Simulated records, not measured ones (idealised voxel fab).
A process module follows: voxel tone inversion.
Section cut is 295 nm wide and gridded with 5 nm square cells.
The cross-sections in this document take the form of a grid made of square cells. They are written out as bands, in order from top to bottom. Each band consists of one or more rows of cells.
Heights first: top, then bottom, in nm. Then materials, left to right, each with a width in nm. "edge to edge" on a single material: fills the band edge to edge. "blank": empty space.
For the purposes of this specification, 0 denotes the height below which the wafer in its as-received condition is composed wholly of one material, and the lowermost band, lacking a lower limit, extends downward without end, as expressed in "0..down".
Note: "30 to 40" means the width goes from the first number (top row of the band) to the second number (bottom row) in equal steps per row of cells.
You'll sometimes find "nothing altered" written for a step, and that's the way of saying that nowhere in the cross-section did a cell change during that step.
This entry, "Unvented internal voids", enumerates those empty regions of no fewer than 8 cells that possess no open connection to the top. Each region is reported in the form width x height at distance, the distance being taken from the left edge, with all three quantities expressed in nm.
It should be noted that, on the line of a given step, the content following the step's settings is a remark produced by the simulator itself with respect to that step.
Among the settings permitted on a step's line is "overlay nm"; applied to a step with a mask, it specifies the extent to which the mask lay to the right of its planned position, whereas a negative figure signifies a position to the left.
[Process steps - plan]
1 op RECEIVE | material Si
2 op CONFORMAL_DEP | material SiN | thk nm 10
3 op DIRECTIONAL_DEP | material polySi | thk nm 20
4 op PATTERN | tone cover | mask id POSTS | material resist | width nm 20 | pitch nm 50 | thk nm 30 | overlay nm -15
5 op DIRECTIONAL_ETCH | etch materials polySi | depth nm 20
6 op STRIP | etch materials resist
7 op FILL_DEP | material lowk | thk nm 10
8 op CMP | height nm 30
9 op STRIP | etch materials polySi
10 op CONFORMAL_DEP | material TiN | thk nm 5
11 op FILL_DEP | material Ru | thk nm 5
12 op CMP | height nm 30
13 op CONFORMAL_DEP | material SiCN | thk nm 5
Among the wafers covered here, the point of difference is the overlay nm at step 4; their starting state is shared, and the plan presents the value of the first wafer.
[Cross-section: the first of several wafers in its as-received state, i.e. following step 1]
* 0..down: Si edge to edge
* Unvented internal voids: none
[Below is a per-wafer table. In it, each row describes the wafer at the end of the module by giving, for each material, the number of cells gained (+) or lost (-) since the wafer was received, and after that the closed voids of the wafer]
overlay nm -15; +12 Ru; +59 SiCN; +118 SiN; +20 TiN; +204 lowk; Unvented internal voids: none
overlay nm -10; +12 Ru; +59 SiCN; +118 SiN; +20 TiN; +204 lowk; Unvented internal voids: none
overlay nm -5; +12 Ru; +59 SiCN; +118 SiN; +20 TiN; +204 lowk; Unvented internal voids: none
overlay nm 0; +12 Ru; +59 SiCN; +118 SiN; +20 TiN; +204 lowk; Unvented internal voids: none
overlay nm 5; +12 Ru; +59 SiCN; +118 SiN; +20 TiN; +204 lowk; Unvented internal voids: none
overlay nm 10; +12 Ru; +59 SiCN; +118 SiN; +20 TiN; +204 lowk; Unvented internal voids: none
overlay nm 15; +12 Ru; +59 SiCN; +118 SiN; +20 TiN; +204 lowk; Unvented internal voids: none
